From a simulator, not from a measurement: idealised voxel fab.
Documented hereafter: the process module known as voxel quadruple lines.
Shown is cross-section cut, with a width of 205 nm and square cells of size 5 nm.
The cross-sections in this document take the form of a grid made of square cells. They are written out as bands, in order from top to bottom. Each band consists of one or more rows of cells.
This entry defines a band. It first specifies the height of the band's top and the height of its bottom in nm, and then specifies the band's materials from left to right, stating each material with its width in nm. The word "throughout" identifies a single material that fills the band from edge to edge, while the word "air" identifies empty space.
Ref level 0: as-received wafer is one material below here. Bottom band extends down with no lower bound ("0 and below").
Width "30..40": first value at the band's top row of cells, second value at its bottom row, equal change from row to row.
For the purposes of this document, the phrase "no change" attached to a step denotes that no cell within the cross-section was modified by that step.
Basically, "Enclosed cavity list" tells you about the enclosed voids: empty spaces with no open way to the top, 8 cells or bigger, each written width x height at distance, where distance is from the left edge, all in nm.
Where a step's line continues beyond its settings, the continuation is a remark by the simulator itself on that step.
overlay nm: on a step with a mask, how far right of its planned place the mask lay; negative means left.
### The following list gives the planned process steps
1,RECEIVE,material Si
2,CONFORMAL_DEP,material SiO2,thk nm 10
3,DIRECTIONAL_DEP,material TiN,thk nm 15
4,DIRECTIONAL_DEP,material polySi,thk nm 20
5,DIRECTIONAL_DEP,material aC,thk nm 25
6,PATTERN,tone cover,mask id MANDREL,material resist,width nm 20,thk nm 30,overlay nm 0
7,DIRECTIONAL_ETCH,etch materials aC,depth nm 25
8,STRIP,etch materials resist
9,CONFORMAL_DEP,material SiO2,thk nm 10
10,DIRECTIONAL_ETCH,etch materials SiO2,depth nm 10
11,STRIP,etch materials aC
12,DIRECTIONAL_ETCH,etch materials polySi,depth nm 20
13,STRIP,etch materials SiO2
14,CONFORMAL_DEP,material SiN,thk nm 5
15,DIRECTIONAL_ETCH,etch materials SiN,depth nm 5
16,STRIP,etch materials polySi
17,DIRECTIONAL_ETCH,etch materials TiN,depth nm 15
18,STRIP,etch materials SiN
### As-received state of the wafer in cross-section, equivalent to post-step 1
  0 and below = Si throughout
  Enclosed cavity list: none
### Cross-section: first of two wafers, module finished, run according to plan
  25 down to 10 = air: 75 / TiN: 5 / air: 10 / TiN: 5 / air: 10 / TiN: 5 / air: 10 / TiN: 5 / air: 80
  10 down to 0 = SiO2 throughout
  0 and below = Si throughout
  Enclosed cavity list: none
### Wafer two cross-section, module end. Start and plan unchanged from wafer one; one mistake made during the run
  25 down to 10 = air: 85 / TiN: 5 / air: 20 / TiN: 5 / air: 90
  10 down to 0 = SiO2 throughout
  0 and below = Si throughout
  Enclosed cavity list: none
Error vs. plan: step 6 ran as: PATTERN,tone open,mask id MANDREL,material resist,width nm 20,thk nm 30,overlay nm 0
The closing comparison, in cells, has the second wafer with more or fewer of some materials than the first: TiN -6
